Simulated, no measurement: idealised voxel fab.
The document below concerns the process module designated voxel gate over fins.
Shown is cross-section cut, with a width of 230 nm and square cells of size 5 nm.
Just so we're on the same page, the cross-sections are grids of square cells, and they're listed out in bands top to bottom, each band one or more rows deep. The band entry comprises the height of the band's top followed by the height of its bottom, expressed in nm, and subsequently the band's materials from left to right, each stated together with its width in nm. Where a single material is marked with the word "everywhere", that material fills the band from edge to edge. The word "empty" represents empty space. Height datum 0, below which the as-received substrate wafer is one material. Lowest band open at the bottom, running downward: "0 and below". The two numbers in a width such as "30->40" mark its ends across the band: the first belongs to the top row of cells, the second to the bottom row, and from each row to the next the width moves by the same amount. The cross-section has no changed cell in any step marked "remained unchanged". "Closed void table" enumerates empty spaces isolated from the top, with no open way to it, that contain at least 8 cells, giving each as width x height at distance from the left edge, all three in nm. What comes after the settings on a step's line is commentary from the simulator itself on that step. What "overlay nm" on a step's line means: if the step has a mask, that mask lay this far to the right of its planned place, or, when the value is negative, to the left.

**So here's the lineup of process steps we planned**
step 1: RECEIVE with material Si
step 2: CONFORMAL_DEP with material SiN, thk nm 5
step 3: DIRECTIONAL_DEP with material aC, thk nm 10
step 4: PATTERN with tone cover, mask id FINS, material resist, width nm 15, pitch nm 45, thk nm 25, overlay nm 0
step 5: DIRECTIONAL_ETCH with etch materials aC, depth nm 10
step 6: STRIP with etch materials resist
step 7: DIRECTIONAL_ETCH with etch materials SiN, depth nm 5
step 8: DIRECTIONAL_ETCH with etch materials Si, depth nm 35
step 9: STRIP with etch materials aC
step 10: OXIDIZE with depth nm 5
step 11: FILL_DEP with material SiO2, thk nm 15
step 12: CMP with height nm 5
step 13: SELECTIVE_ETCH with etch materials SiO2, depth nm 20
step 14: STRIP with etch materials SiN
step 15: CONFORMAL_DEP with material HfO2, thk nm 5
step 16: CONFORMAL_DEP with material TiN, thk nm 5
step 17: FILL_DEP with material W, thk nm 15
step 18: CMP with height nm 20
step 19: CONFORMAL_DEP with material SiN, thk nm 5

**First of two wafers, processed according to plan**

**Incoming wafer, cross-sectional view, post step 1**
	0 and below = Si everywhere
	Closed void table: none

**State of the wafer after step 2, shown in cross-section**
	5 down to 0 = SiN everywhere
	Lower than 0, everything is as it was.

**State of the wafer after step 3, shown in cross-section**
	15 down to 5 = aC everywhere
	Lower than 5, everything is as it was.

**State of the wafer after step 4, shown in cross-section**
	40 down to 15 = empty: 60  resist: 15  empty: 30  resist: 15  empty: 30  resist: 15  empty: 65
	Lower than 15, everything is as it was.

**State of the wafer after step 5, shown in cross-section**
	30 down to 15 = empty: 60  resist: 15  empty: 30  resist: 15  empty: 30  resist: 15  empty: 65
	15 down to 5 = empty: 60  aC: 15  empty: 30  aC: 15  empty: 30  aC: 15  empty: 65
	Lower than 5, everything is as it was.

**State of the wafer after step 6, shown in cross-section**
	15 down to 5 = empty: 60  aC: 15  empty: 30  aC: 15  empty: 30  aC: 15  empty: 65
	Lower than 5, everything is as it was.

**State of the wafer after step 7, shown in cross-section**
	15 down to 5 = empty: 60  aC: 15  empty: 30  aC: 15  empty: 30  aC: 15  empty: 65
	5 down to 0 = empty: 60  SiN: 15  empty: 30  SiN: 15  empty: 30  SiN: 15  empty: 65
	Lower than 0, everything is as it was.

**State of the wafer after step 8, shown in cross-section**
	15 down to 5 = empty: 60  aC: 15  empty: 30  aC: 15  empty: 30  aC: 15  empty: 65
	5 down to 0 = empty: 60  SiN: 15  empty: 30  SiN: 15  empty: 30  SiN: 15  empty: 65
	0 down to -35 = empty: 60  Si: 15  empty: 30  Si: 15  empty: 30  Si: 15  empty: 65
	Lower than -35, everything is as it was.

**State of the wafer after step 9, shown in cross-section**
	5 down to 0 = empty: 60  SiN: 15  empty: 30  SiN: 15  empty: 30  SiN: 15  empty: 65
	Lower than 0, everything is as it was.

**State of the wafer after step 10, shown in cross-section**
	5 down to 0 = empty: 60  SiN: 15  empty: 30  SiN: 15  empty: 30  SiN: 15  empty: 65
	0 down to -35 = empty: 60  SiO2: 5  Si: 5  SiO2: 5  empty: 30  SiO2: 5  Si: 5  SiO2: 5  empty: 30  SiO2: 5  Si: 5  SiO2: 5  empty: 65
	-35 down to -40 = SiO2: 65  Si: 5  SiO2: 40  Si: 5  SiO2: 40  Si: 5  SiO2: 70
	Lower than -40, everything is as it was.

**State of the wafer after step 11, shown in cross-section**
	20 down to 5 = SiO2 everywhere
	5 down to 0 = SiO2: 60  SiN: 15  SiO2: 30  SiN: 15  SiO2: 30  SiN: 15  SiO2: 65
	0 down to -40 = SiO2: 65  Si: 5  SiO2: 40  Si: 5  SiO2: 40  Si: 5  SiO2: 70
	Lower than -40, everything is as it was.

**State of the wafer after step 12, shown in cross-section**
	5 down to 0 = SiO2: 60  SiN: 15  SiO2: 30  SiN: 15  SiO2: 30  SiN: 15  SiO2: 65
	Lower than 0, everything is as it was.

**State of the wafer after step 13, shown in cross-section**
	5 down to 0 = empty: 60  SiN: 15  empty: 30  SiN: 15  empty: 30  SiN: 15  empty: 65
	0 down to -15 = empty: 65  Si: 5  empty: 40  Si: 5  empty: 40  Si: 5  empty: 70
	Lower than -15, everything is as it was.

**State of the wafer after step 14, shown in cross-section**
	0 down to -15 = empty: 65  Si: 5  empty: 40  Si: 5  empty: 40  Si: 5  empty: 70
	Lower than -15, everything is as it was.

**State of the wafer after step 15, shown in cross-section**
	5 down to 0 = empty: 60  HfO2: 15  empty: 30  HfO2: 15  empty: 30  HfO2: 15  empty: 65
	0 down to -10 = empty: 60  HfO2: 5  Si: 5  HfO2: 5  empty: 30  HfO2: 5  Si: 5  HfO2: 5  empty: 30  HfO2: 5  Si: 5  HfO2: 5  empty: 65
	-10 down to -15 = HfO2: 65  Si: 5  HfO2: 40  Si: 5  HfO2: 40  Si: 5  HfO2: 70
	Lower than -15, everything is as it was.

**State of the wafer after step 16, shown in cross-section**
	10 down to 5 = empty: 55  TiN: 25  empty: 20  TiN: 25  empty: 20  TiN: 25  empty: 60
	5 down to 0 = empty: 55  TiN: 5  HfO2: 15  TiN: 5  empty: 20  TiN: 5  HfO2: 15  TiN: 5  empty: 20  TiN: 5  HfO2: 15  TiN: 5  empty: 60
	0 down to -5 = empty: 55  TiN: 5  HfO2: 5  Si: 5  HfO2: 5  TiN: 5  empty: 20  TiN: 5  HfO2: 5  Si: 5  HfO2: 5  TiN: 5  empty: 20  TiN: 5  HfO2: 5  Si: 5  HfO2: 5  TiN: 5  empty: 60
	-5 down to -10 = TiN: 60  HfO2: 5  Si: 5  HfO2: 5  TiN: 30  HfO2: 5  Si: 5  HfO2: 5  TiN: 30  HfO2: 5  Si: 5  HfO2: 5  TiN: 65
	Lower than -10, everything is as it was.

**State of the wafer after step 17, shown in cross-section**
	25 down to 10 = W everywhere
	10 down to 5 = W: 55  TiN: 25  W: 20  TiN: 25  W: 20  TiN: 25  W: 60
	5 down to 0 = W: 55  TiN: 5  HfO2: 15  TiN: 5  W: 20  TiN: 5  HfO2: 15  TiN: 5  W: 20  TiN: 5  HfO2: 15  TiN: 5  W: 60
	0 down to -5 = W: 55  TiN: 5  HfO2: 5  Si: 5  HfO2: 5  TiN: 5  W: 20  TiN: 5  HfO2: 5  Si: 5  HfO2: 5  TiN: 5  W: 20  TiN: 5  HfO2: 5  Si: 5  HfO2: 5  TiN: 5  W: 60
	Lower than -5, everything is as it was.

**State of the wafer after step 18, shown in cross-section**
	20 down to 10 = W everywhere
	Lower than 10, everything is as it was.

**State of the wafer after step 19, shown in cross-section**
	25 down to 20 = SiN everywhere
	Lower than 20, everything is as it was.

**Now the other wafer: same start, same recipe, but we messed up one thing when running it. Up to and including step 3 it's the same as the first one**

**Second wafer, sectioned view, at step 4's planned end time**
	40 down to 15 = resist: 60  empty: 15  resist: 30  empty: 15  resist: 30  empty: 15  resist: 65
	Lower than 15, everything is as it was.

**Second wafer, sectioned view, at step 5's planned end time**
	30 down to 15 = resist: 60  empty: 15  resist: 30  empty: 15  resist: 30  empty: 15  resist: 65
	15 down to 5 = aC: 60  empty: 15  aC: 30  empty: 15  aC: 30  empty: 15  aC: 65
	Lower than 5, everything is as it was.

**Second wafer, sectioned view, at step 6's planned end time**
	15 down to 5 = aC: 60  empty: 15  aC: 30  empty: 15  aC: 30  empty: 15  aC: 65
	Lower than 5, everything is as it was.

**Second wafer, sectioned view, at step 7's planned end time**
	15 down to 5 = aC: 60  empty: 15  aC: 30  empty: 15  aC: 30  empty: 15  aC: 65
	5 down to 0 = SiN: 60  empty: 15  SiN: 30  empty: 15  SiN: 30  empty: 15  SiN: 65
	Lower than 0, everything is as it was.

**Second wafer, sectioned view, at step 8's planned end time**
	15 down to 5 = aC: 60  empty: 15  aC: 30  empty: 15  aC: 30  empty: 15  aC: 65
	5 down to 0 = SiN: 60  empty: 15  SiN: 30  empty: 15  SiN: 30  empty: 15  SiN: 65
	0 down to -35 = Si: 60  empty: 15  Si: 30  empty: 15  Si: 30  empty: 15  Si: 65
	Lower than -35, everything is as it was.

**Second wafer, sectioned view, at step 9's planned end time**
	5 down to 0 = SiN: 60  empty: 15  SiN: 30  empty: 15  SiN: 30  empty: 15  SiN: 65
	Lower than 0, everything is as it was.

**Second wafer, sectioned view, at step 10's planned end time**
	5 down to 0 = SiN: 60  empty: 15  SiN: 30  empty: 15  SiN: 30  empty: 15  SiN: 65
	0 down to -35 = Si: 55  SiO2: 5  empty: 15  SiO2: 5  Si: 20  SiO2: 5  empty: 15  SiO2: 5  Si: 20  SiO2: 5  empty: 15  SiO2: 5  Si: 60
	-35 down to -40 = Si: 55  SiO2: 25  Si: 20  SiO2: 25  Si: 20  SiO2: 25  Si: 60
	Lower than -40, everything is as it was.

**Second wafer, sectioned view, at step 11's planned end time**
	20 down to 5 = SiO2 everywhere
	5 down to 0 = SiN: 60  SiO2: 15  SiN: 30  SiO2: 15  SiN: 30  SiO2: 15  SiN: 65
	0 down to -40 = Si: 55  SiO2: 25  Si: 20  SiO2: 25  Si: 20  SiO2: 25  Si: 60
	Lower than -40, everything is as it was.

**Second wafer, sectioned view, at step 12's planned end time**
	5 down to 0 = SiN: 60  SiO2: 15  SiN: 30  SiO2: 15  SiN: 30  SiO2: 15  SiN: 65
	Lower than 0, everything is as it was.

**Second wafer, sectioned view, at step 13's planned end time**
	5 down to 0 = SiN: 60  empty: 15  SiN: 30  empty: 15  SiN: 30  empty: 15  SiN: 65
	0 down to -15 = Si: 55  empty: 25  Si: 20  empty: 25  Si: 20  empty: 25  Si: 60
	Lower than -15, everything is as it was.

**Second wafer, sectioned view, at step 14's planned end time**
	0 down to -15 = Si: 55  empty: 25  Si: 20  empty: 25  Si: 20  empty: 25  Si: 60
	Lower than -15, everything is as it was.

**Second wafer, sectioned view, at step 15's planned end time**
	5 down to 0 = HfO2: 60  empty: 15  HfO2: 30  empty: 15  HfO2: 30  empty: 15  HfO2: 65
	0 down to -10 = Si: 55  HfO2: 5  empty: 15  HfO2: 5  Si: 20  HfO2: 5  empty: 15  HfO2: 5  Si: 20  HfO2: 5  empty: 15  HfO2: 5  Si: 60
	-10 down to -15 = Si: 55  HfO2: 25  Si: 20  HfO2: 25  Si: 20  HfO2: 25  Si: 60
	Lower than -15, everything is as it was.

**Second wafer, sectioned view, at step 16's planned end time**
	10 down to 5 = TiN: 65  empty: 5  TiN: 40  empty: 5  TiN: 40  empty: 5  TiN: 70
	5 down to 0 = HfO2: 60  TiN: 5  empty: 5  TiN: 5  HfO2: 30  TiN: 5  empty: 5  TiN: 5  HfO2: 30  TiN: 5  empty: 5  TiN: 5  HfO2: 65
	0 down to -5 = Si: 55  HfO2: 5  TiN: 5  empty: 5  TiN: 5  HfO2: 5  Si: 20  HfO2: 5  TiN: 5  empty: 5  TiN: 5  HfO2: 5  Si: 20  HfO2: 5  TiN: 5  empty: 5  TiN: 5  HfO2: 5  Si: 60
	-5 down to -10 = Si: 55  HfO2: 5  TiN: 15  HfO2: 5  Si: 20  HfO2: 5  TiN: 15  HfO2: 5  Si: 20  HfO2: 5  TiN: 15  HfO2: 5  Si: 60
	Lower than -10, everything is as it was.

**Second wafer, sectioned view, at step 17's planned end time**
	25 down to 10 = W everywhere
	10 down to 5 = TiN: 65  W: 5  TiN: 40  W: 5  TiN: 40  W: 5  TiN: 70
	5 down to 0 = HfO2: 60  TiN: 5  W: 5  TiN: 5  HfO2: 30  TiN: 5  W: 5  TiN: 5  HfO2: 30  TiN: 5  W: 5  TiN: 5  HfO2: 65
	0 down to -5 = Si: 55  HfO2: 5  TiN: 5  W: 5  TiN: 5  HfO2: 5  Si: 20  HfO2: 5  TiN: 5  W: 5  TiN: 5  HfO2: 5  Si: 20  HfO2: 5  TiN: 5  W: 5  TiN: 5  HfO2: 5  Si: 60
	Lower than -5, everything is as it was.

**Second wafer, sectioned view, at step 18's planned end time**
	20 down to 10 = W everywhere
	Lower than 10, everything is as it was.

**Second wafer, sectioned view, at step 19's planned end time**
	25 down to 20 = SiN everywhere
	Lower than 20, everything is as it was.
Finding, execution versus plan: rather than as planned, step 4 actually ran as PATTERN with tone open, mask id FINS, material resist, width nm 15, pitch nm 45, thk nm 25, overlay nm 0
FYI, end of process, the second wafer has more or fewer cells of some materials than the first: 224 more of Si, 140 fewer of SiO2, 84 fewer of W
